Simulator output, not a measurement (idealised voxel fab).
Process module heading - voxel gate over fins
The figure presents cross-section cut, which has a width of 145 nm and is divided into square cells with an edge length of 5 nm.
The cross-sections in this document take the form of a grid made of square cells. They are written out as bands, in order from top to bottom. Each band consists of one or more rows of cells. Each band's line starts with the height of the band's top and of its bottom, in nm. Then come its materials from left to right, each with its width in nm. One material with "full width" fills the band from edge to edge. "blank" is empty space. Basically, 0 is our baseline, since under it the wafer straight out of the box is all one material. The bottom band has no lower end and keeps on going down, so it looks like "0 -> down". A two-number width, for instance "30..40", indicates that the width is equal to the first number in the top row of the band and to the second number in the bottom row, and that it changes by a constant amount per row of cells. Any step labelled "identical to before" changed none of the cells in the cross-section. The list in "Closed cavity list" covers empty spaces of 8 cells or more that cannot reach the top through any open way, and it gives each as width x height at distance; the distance is from the left edge, and width, height and distance are in nm. Post-settings text on a step line: simulator's own remark regarding the step. overlay nm: mask offset rightward from planned place, masked step; negative means leftward offset.
**The planned process steps are enumerated hereunder**
step 1: RECEIVE [material Si]
step 2: CONFORMAL_DEP [material SiN] [thk nm 5]
step 3: PATTERN [tone cover] [mask id FINS] [material resist] [width nm 15] [pitch nm 35] [thk nm 20] [overlay nm 0]
step 4: DIRECTIONAL_ETCH [etch materials SiN] [depth nm 5]
step 5: DIRECTIONAL_ETCH [etch materials Si] [depth nm 30]
step 6: STRIP [etch materials resist]
step 7: OXIDIZE [depth nm 5]
step 8: FILL_DEP [material SiO2] [thk nm 15]
step 9: CMP [height nm 5]
step 10: SELECTIVE_ETCH [etch materials SiO2] [depth nm 15]
step 11: STRIP [etch materials SiN]
step 12: CONFORMAL_DEP [material HfO2] [thk nm 5]
step 13: CONFORMAL_DEP [material TiN] [thk nm 5]
step 14: FILL_DEP [material W] [thk nm 15]
step 15: CMP [height nm 20]
step 16: CONFORMAL_DEP [material SiN] [thk nm 5]
**Concerning the first of two wafers, which was run in accordance with the plan**
**Wafer as received: cross-section following step 1**
> 0 -> down  Si full width
> Closed cavity list: none
**Cross-section of the wafer after step 2**
> 5 -> 0  SiN full width
> Unchanged below 0.
**Cross-section of the wafer after step 3**
> 25 -> 5  30 of blank, 15 of resist, 20 of blank, 15 of resist, 20 of blank, 15 of resist, 30 of blank
> Unchanged below 5.
**Cross-section of the wafer after step 4**
> 25 -> 5  30 of blank, 15 of resist, 20 of blank, 15 of resist, 20 of blank, 15 of resist, 30 of blank
> 5 -> 0  30 of blank, 15 of SiN, 20 of blank, 15 of SiN, 20 of blank, 15 of SiN, 30 of blank
> Unchanged below 0.
**Cross-section of the wafer after step 5**
> 25 -> 5  30 of blank, 15 of resist, 20 of blank, 15 of resist, 20 of blank, 15 of resist, 30 of blank
> 5 -> 0  30 of blank, 15 of SiN, 20 of blank, 15 of SiN, 20 of blank, 15 of SiN, 30 of blank
> 0 -> -30  30 of blank, 15 of Si, 20 of blank, 15 of Si, 20 of blank, 15 of Si, 30 of blank
> Unchanged below -30.
**Cross-section of the wafer after step 6**
> 5 -> 0  30 of blank, 15 of SiN, 20 of blank, 15 of SiN, 20 of blank, 15 of SiN, 30 of blank
> Unchanged below 0.
**Cross-section of the wafer after step 7**
> 5 -> 0  30 of blank, 15 of SiN, 20 of blank, 15 of SiN, 20 of blank, 15 of SiN, 30 of blank
> 0 -> -30  30 of blank, 5 of SiO2, 5 of Si, 5 of SiO2, 20 of blank, 5 of SiO2, 5 of Si, 5 of SiO2, 20 of blank, 5 of SiO2, 5 of Si, 5 of SiO2, 30 of blank
> -30 -> -35  35 of SiO2, 5 of Si, 30 of SiO2, 5 of Si, 30 of SiO2, 5 of Si, 35 of SiO2
> Unchanged below -35.
**Cross-section of the wafer after step 8**
> 20 -> 5  SiO2 full width
> 5 -> 0  30 of SiO2, 15 of SiN, 20 of SiO2, 15 of SiN, 20 of SiO2, 15 of SiN, 30 of SiO2
> 0 -> -35  35 of SiO2, 5 of Si, 30 of SiO2, 5 of Si, 30 of SiO2, 5 of Si, 35 of SiO2
> Unchanged below -35.
**Cross-section of the wafer after step 9**
> 5 -> 0  30 of SiO2, 15 of SiN, 20 of SiO2, 15 of SiN, 20 of SiO2, 15 of SiN, 30 of SiO2
> Unchanged below 0.
**Cross-section of the wafer after step 10**
> 5 -> 0  30 of blank, 15 of SiN, 20 of blank, 15 of SiN, 20 of blank, 15 of SiN, 30 of blank
> 0 -> -10  35 of blank, 5 of Si, 30 of blank, 5 of Si, 30 of blank, 5 of Si, 35 of blank
> Unchanged below -10.
**Cross-section of the wafer after step 11**
> 0 -> -10  35 of blank, 5 of Si, 30 of blank, 5 of Si, 30 of blank, 5 of Si, 35 of blank
> Unchanged below -10.
**Cross-section of the wafer after step 12**
> 5 -> 0  30 of blank, 15 of HfO2, 20 of blank, 15 of HfO2, 20 of blank, 15 of HfO2, 30 of blank
> 0 -> -5  30 of blank, 5 of HfO2, 5 of Si, 5 of HfO2, 20 of blank, 5 of HfO2, 5 of Si, 5 of HfO2, 20 of blank, 5 of HfO2, 5 of Si, 5 of HfO2, 30 of blank
> -5 -> -10  35 of HfO2, 5 of Si, 30 of HfO2, 5 of Si, 30 of HfO2, 5 of Si, 35 of HfO2
> Unchanged below -10.
**Cross-section of the wafer after step 13**
> 10 -> 5  25 of blank, 25 of TiN, 10 of blank, 25 of TiN, 10 of blank, 25 of TiN, 25 of blank
> 5 -> 0  25 of blank, 5 of TiN, 15 of HfO2, 5 of TiN, 10 of blank, 5 of TiN, 15 of HfO2, 5 of TiN, 10 of blank, 5 of TiN, 15 of HfO2, 5 of TiN, 25 of blank
> 0 -> -5  30 of TiN, 5 of HfO2, 5 of Si, 5 of HfO2, 20 of TiN, 5 of HfO2, 5 of Si, 5 of HfO2, 20 of TiN, 5 of HfO2, 5 of Si, 5 of HfO2, 30 of TiN
> Unchanged below -5.
**Cross-section of the wafer after step 14**
> 25 -> 10  W full width
> 10 -> 5  25 of W, 25 of TiN, 10 of W, 25 of TiN, 10 of W, 25 of TiN, 25 of W
> 5 -> 0  25 of W, 5 of TiN, 15 of HfO2, 5 of TiN, 10 of W, 5 of TiN, 15 of HfO2, 5 of TiN, 10 of W, 5 of TiN, 15 of HfO2, 5 of TiN, 25 of W
> Unchanged below 0.
**Cross-section of the wafer after step 15**
> 20 -> 10  W full width
> Unchanged below 10.
**Cross-section of the wafer after step 16**
> 25 -> 20  SiN full width
> Unchanged below 20.
**Wafer two of two - same starting point, same process plan, one mistake in execution; matches wafer one up to and including step 9**
**when step 10 should have ended**
> 5 -> 0  30 of blank, 15 of SiN, 20 of blank, 15 of SiN, 20 of blank, 15 of SiN, 30 of blank
> 0 -> -25  35 of blank, 5 of Si, 30 of blank, 5 of Si, 30 of blank, 5 of Si, 35 of blank
> Unchanged below -25.
**when step 11 should have ended**
> 0 -> -25  35 of blank, 5 of Si, 30 of blank, 5 of Si, 30 of blank, 5 of Si, 35 of blank
> Unchanged below -25.
**when step 12 should have ended**
> 5 -> 0  30 of blank, 15 of HfO2, 20 of blank, 15 of HfO2, 20 of blank, 15 of HfO2, 30 of blank
> 0 -> -20  30 of blank, 5 of HfO2, 5 of Si, 5 of HfO2, 20 of blank, 5 of HfO2, 5 of Si, 5 of HfO2, 20 of blank, 5 of HfO2, 5 of Si, 5 of HfO2, 30 of blank
> -20 -> -25  35 of HfO2, 5 of Si, 30 of HfO2, 5 of Si, 30 of HfO2, 5 of Si, 35 of HfO2
> Unchanged below -25.
**when step 13 should have ended**
> 10 -> 5  25 of blank, 25 of TiN, 10 of blank, 25 of TiN, 10 of blank, 25 of TiN, 25 of blank
> 5 -> 0  25 of blank, 5 of TiN, 15 of HfO2, 5 of TiN, 10 of blank, 5 of TiN, 15 of HfO2, 5 of TiN, 10 of blank, 5 of TiN, 15 of HfO2, 5 of TiN, 25 of blank
> 0 -> -15  25 of blank, 5 of TiN, 5 of HfO2, 5 of Si, 5 of HfO2, 5 of TiN, 10 of blank, 5 of TiN, 5 of HfO2, 5 of Si, 5 of HfO2, 5 of TiN, 10 of blank, 5 of TiN, 5 of HfO2, 5 of Si, 5 of HfO2, 5 of TiN, 25 of blank
> -15 -> -20  30 of TiN, 5 of HfO2, 5 of Si, 5 of HfO2, 20 of TiN, 5 of HfO2, 5 of Si, 5 of HfO2, 20 of TiN, 5 of HfO2, 5 of Si, 5 of HfO2, 30 of TiN
> Unchanged below -20.
**when step 14 should have ended**
> 25 -> 10  W full width
> 10 -> 5  25 of W, 25 of TiN, 10 of W, 25 of TiN, 10 of W, 25 of TiN, 25 of W
> 5 -> 0  25 of W, 5 of TiN, 15 of HfO2, 5 of TiN, 10 of W, 5 of TiN, 15 of HfO2, 5 of TiN, 10 of W, 5 of TiN, 15 of HfO2, 5 of TiN, 25 of W
> 0 -> -15  25 of W, 5 of TiN, 5 of HfO2, 5 of Si, 5 of HfO2, 5 of TiN, 10 of W, 5 of TiN, 5 of HfO2, 5 of Si, 5 of HfO2, 5 of TiN, 10 of W, 5 of TiN, 5 of HfO2, 5 of Si, 5 of HfO2, 5 of TiN, 25 of W
> Unchanged below -15.
**when step 15 should have ended**
> 20 -> 10  W full width
> Unchanged below 10.
**when step 16 should have ended**
> 25 -> 20  SiN full width
> Unchanged below 20.
Deviation noted in wafer processing: step 10 of the plan was carried out twice
The closing comparison, in cells, has the second wafer with more or fewer of some materials than the first: HfO2: 18 more | SiO2: 78 fewer | TiN: 18 more | W: 42 more
